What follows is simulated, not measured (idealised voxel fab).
Process module heading - voxel self aligned vias
In the cross-section labelled cut, the width is 205 nm and each square cell is 5 nm.
Cross-section, as written here: a square-cell grid given band by band from the top down, where a band holds one or more rows of cells.
What a band's entry tells you: where the top is and where the bottom is, as heights in nm, and after that what lies inside, material by material from left to right, each with its width in nm. Empty space is written as the word "air", and a single material marked with the word "full width" occupies the band from edge to edge.
We count height from 0. Below that, the starting wafer is all one material. The lowest band never ends at the bottom but goes on down; see "z 0 and below" for how that is written.
The two numbers in a width such as "30->40" mark its ends across the band: the first belongs to the top row of cells, the second to the bottom row, and from each row to the next the width moves by the same amount.
Where the words "nothing changed" appear for a step, the cross-section shows no cell changed by that step; every cell remained as before.
For the entry "Catalogued sealed voids", the listed items are empty spaces with no open way to the top whose size is 8 cells or more; each item follows the pattern width x height at distance, where distance is from the left edge and all three are in nm.
Whatever follows a step's settings on its line is a remark the simulator itself makes about that step.
The line of a step may include "overlay nm". On a step with a mask, this value is how far to the right of its planned place the mask lay. A negative value means the mask lay to the left.

PLANNED PROCESS STEPS
1: RECEIVE | material Si
2: CONFORMAL_DEP | material SiO2 | thk nm 10
3: CONFORMAL_DEP | material SiCN | thk nm 5
4: DIRECTIONAL_DEP | material lowk | thk nm 30
5: PATTERN | tone open | mask id LINES | material resist | width nm 20 | pitch nm 55 | thk nm 15 | overlay nm 0
6: DIRECTIONAL_ETCH | etch materials lowk | depth nm 30
7: STRIP | etch materials resist
8: CONFORMAL_DEP | material TiN | thk nm 5
9: FILL_DEP | material W | thk nm 5
10: CMP | height nm 45
11: SELECTIVE_ETCH | etch materials W Ru TiN | depth nm 10
12: FILL_DEP | material SiN | thk nm 10
13: CMP | height nm 45
14: DIRECTIONAL_DEP | material lowk | thk nm 20
15: DIRECTIONAL_DEP | material aC | thk nm 10
16: PATTERN | tone open | mask id VIAS | material resist | width nm 30 | pitch nm 55 | thk nm 30 | overlay nm 0
17: DIRECTIONAL_ETCH | etch materials aC | depth nm 10
18: STRIP | etch materials resist
19: DIRECTIONAL_ETCH | etch materials lowk | depth nm 20
20: DIRECTIONAL_ETCH | etch materials SiN | depth nm 10
21: STRIP | etch materials aC
22: CONFORMAL_DEP | material TiN | thk nm 5
23: FILL_DEP | material Ru | thk nm 5
24: CMP | height nm 65
25: CONFORMAL_DEP | material SiCN | thk nm 5

AS-RECEIVED STATE OF THE WAFER IN CROSS-SECTION, EQUIVALENT TO POST-STEP 1
- z 0 and below | Si full width
- Catalogued sealed voids: none

LOOKING AT THE FIRST OF TWO WAFERS IN CROSS-SECTION AT END OF MODULE - RAN TO PLAN
- z 70 to 65 | SiCN full width
- z 65 to 50 | lowk: 30; TiN: 5; Ru: 20; TiN: 5; lowk: 25; TiN: 5; Ru: 20; TiN: 5; lowk: 25; TiN: 5; Ru: 20; TiN: 5; lowk: 35
- z 50 to 40 | lowk: 30->35; TiN: 10->5; Ru: 10; TiN: 10->5; lowk: 25->35; TiN: 10->5; Ru: 10; TiN: 10->5; lowk: 25->35; TiN: 10->5; Ru: 10; TiN: 10->5; lowk: 35->40
- z 40 to 35 | lowk: 35; TiN: 20; lowk: 35; TiN: 20; lowk: 35; TiN: 20; lowk: 40
- z 35 to 20 | lowk: 35; TiN: 5; W: 10; TiN: 5; lowk: 35; TiN: 5; W: 10; TiN: 5; lowk: 35; TiN: 5; W: 10; TiN: 5; lowk: 40
- z 20 to 15 | lowk: 35; TiN: 20; lowk: 35; TiN: 20; lowk: 35; TiN: 20; lowk: 40
- z 15 to 10 | SiCN full width
- z 10 to 0 | SiO2 full width
- z 0 and below | Si full width
- Catalogued sealed voids: none

PRESENTED HERE IS A CROSS-SECTION OF THE SECOND OF THE TWO WAFERS AS IT STOOD AT THE END OF THE MODULE. IT WAS STARTED IN THE SAME MANNER AND ASSIGNED THE SAME PLAN AS THE FIRST WAFER; HOWEVER, ONE MISTAKE WAS MADE IN ITS EXECUTION
- z 70 to 65 | SiCN full width
- z 65 to 45 | lowk: 30; TiN: 5; Ru: 20; TiN: 5; lowk: 25; TiN: 5; Ru: 20; TiN: 5; lowk: 25; TiN: 5; Ru: 20; TiN: 5; lowk: 35
- z 45 to 40 | SiN: 30; TiN: 5; Ru: 20; TiN: 5; SiN: 25; TiN: 5; Ru: 20; TiN: 5; SiN: 25; TiN: 5; Ru: 20; TiN: 5; SiN: 35
- z 40 to 35 | SiN: 30; TiN: 30; SiN: 25; TiN: 30; SiN: 25; TiN: 30; SiN: 35
- z 35 to 15 | Ru full width
- z 15 to 10 | SiCN full width
- z 10 to 0 | SiO2 full width
- z 0 and below | Si full width
- Catalogued sealed voids: none
What was done differently from what was planned? planned and actual differ for step 4; actual: DIRECTIONAL_DEP | material Ru | thk nm 30
End check, counted in cells, second wafer has more or fewer of these materials than the first: Ru: 176 more | SiN: 46 more | TiN: 30 fewer | W: 18 fewer | lowk: 174 fewer
